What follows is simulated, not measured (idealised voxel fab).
Process module in this document: voxel capacitor over wiring
280 nm wide, 5 nm square cells: that's cross-section cut.
Just so we're on the same page, the cross-sections are grids of square cells, and they're listed out in bands top to bottom, each band one or more rows deep.
Each band's line starts with the height of the band's top and of its bottom, in nm. Then come its materials from left to right, each with its width in nm. One material with "full width" fills the band from edge to edge. "blank" is empty space.
Heights from 0 (as-received wafer is one material below). Bottom band endless downward, as "from 0 down".
Graded width ("30->40"): value in top row of band = first number; value in bottom row = second number; row-to-row change constant.
"no alterations made" -> step changed no cross-section cell.
Entry "Closed cavity list". Content: empty spaces with no open connection to the top, size 8 cells or greater. Each: width x height at distance. Distance: from left edge. Unit: nm.
On a step's line, text after the settings is the simulator commenting on that step.
A step's line can hold "overlay nm"; with a mask on that step, the setting says how far right of the planned place the mask lay, while a negative setting says it lay to the left.
-- This section lists the process steps that were planned
- 1: RECEIVE, material Si
- 2: CONFORMAL_DEP, material SiO2, thk nm 15
- 3: CONFORMAL_DEP, material SiN, thk nm 5
- 4: DIRECTIONAL_DEP, material lowk, thk nm 20
- 5: PATTERN, tone open, mask id METAL_1, material resist, width nm 30, pitch nm 80, thk nm 15, overlay nm 0
- 6: DIRECTIONAL_ETCH, etch materials lowk, depth nm 20
- 7: DIRECTIONAL_ETCH, etch materials SiN, depth nm 5
- 8: STRIP, etch materials resist
- 9: CONFORMAL_DEP, material TiN, thk nm 5
- 10: FILL_DEP, material W, thk nm 5
- 11: CMP, height nm 40
- 12: CONFORMAL_DEP, material SiCN, thk nm 5
- 13: DIRECTIONAL_DEP, material SiO2, thk nm 10
- 14: DIRECTIONAL_DEP, material aC, thk nm 10
- 15: PATTERN, tone open, mask id PLUG_1, material resist, width nm 15, thk nm 30, overlay nm 0
- 16: DIRECTIONAL_ETCH, etch materials aC, depth nm 10
- 17: STRIP, etch materials resist
- 18: DIRECTIONAL_ETCH, etch materials SiO2, depth nm 10
- 19: DIRECTIONAL_ETCH, etch materials SiCN, depth nm 5
- 20: STRIP, etch materials aC
- 21: CONFORMAL_DEP, material TiN, thk nm 5
- 22: FILL_DEP, material Ru, thk nm 5
- 23: CMP, height nm 55
- 24: DIRECTIONAL_DEP, material TiN, thk nm 10
- 25: DIRECTIONAL_DEP, material Al2O3, thk nm 5
- 26: DIRECTIONAL_DEP, material TiN, thk nm 5
- 27: MASKED_ETCH, tone cover, mask id UPPER_PLATE, width nm 45, etch materials TiN, depth nm 5, overlay nm 0
- 28: MASKED_ETCH, tone cover, mask id UPPER_PLATE, width nm 55, etch materials Al2O3, depth nm 5, overlay nm 0
- 29: PATTERN, tone cover, mask id LOWER_PLATE, material resist, width nm 65, thk nm 15, overlay nm 0
- 30: DIRECTIONAL_ETCH, etch materials TiN, depth nm 10
- 31: STRIP, etch materials resist
- 32: FILL_DEP, material SiO2, thk nm 15
- 33: CMP, height nm 85
- 34: PATTERN, tone open, mask id PLUG_2, material resist, width nm 15, thk nm 15, overlay nm 0
- 35: DIRECTIONAL_ETCH, etch materials SiO2, depth nm 10
- 36: STRIP, etch materials resist
- 37: CONFORMAL_DEP, material TiN, thk nm 5
- 38: FILL_DEP, material Cu, thk nm 5
- 39: CMP, height nm 85
- 40: CONFORMAL_DEP, material SiCN, thk nm 5
The plan's step 27 width nm is the first wafer's value; the wafers differ in this setting and start identical.
-- Here's the first of the wafers in cross-section, just as we got it, i.e. after step 1
- from 0 down: Si full width
- Closed cavity list: none
-- Rows = wafers. At module end, each row lists per material the cells gained (+) or lost (-) since the wafer was received, then the closed voids
width nm 45 | +11 Al2O3 | +1 Cu | +2 Ru | +109 SiCN | +44 SiN | +558 SiO2 | +75 TiN | +32 W | +176 lowk | Closed cavity list: none
width nm 50 | +11 Al2O3 | +1 Cu | +2 Ru | +109 SiCN | +44 SiN | +557 SiO2 | +76 TiN | +32 W | +176 lowk | Closed cavity list: none
width nm 55 | +11 Al2O3 | +1 Cu | +2 Ru | +109 SiCN | +44 SiN | +556 SiO2 | +77 TiN | +32 W | +176 lowk | Closed cavity list: none
width nm 60 | +12 Al2O3 | +1 Cu | +2 Ru | +109 SiCN | +44 SiN | +554 SiO2 | +78 TiN | +32 W | +176 lowk | Closed cavity list: none
width nm 65 | +13 Al2O3 | +1 Cu | +2 Ru | +109 SiCN | +44 SiN | +552 SiO2 | +79 TiN | +32 W | +176 lowk | Closed cavity list: none
width nm 70 | +14 Al2O3 | +1 Cu | +2 Ru | +109 SiCN | +44 SiN | +549 SiO2 | +81 TiN | +32 W | +176 lowk | Closed cavity list: none
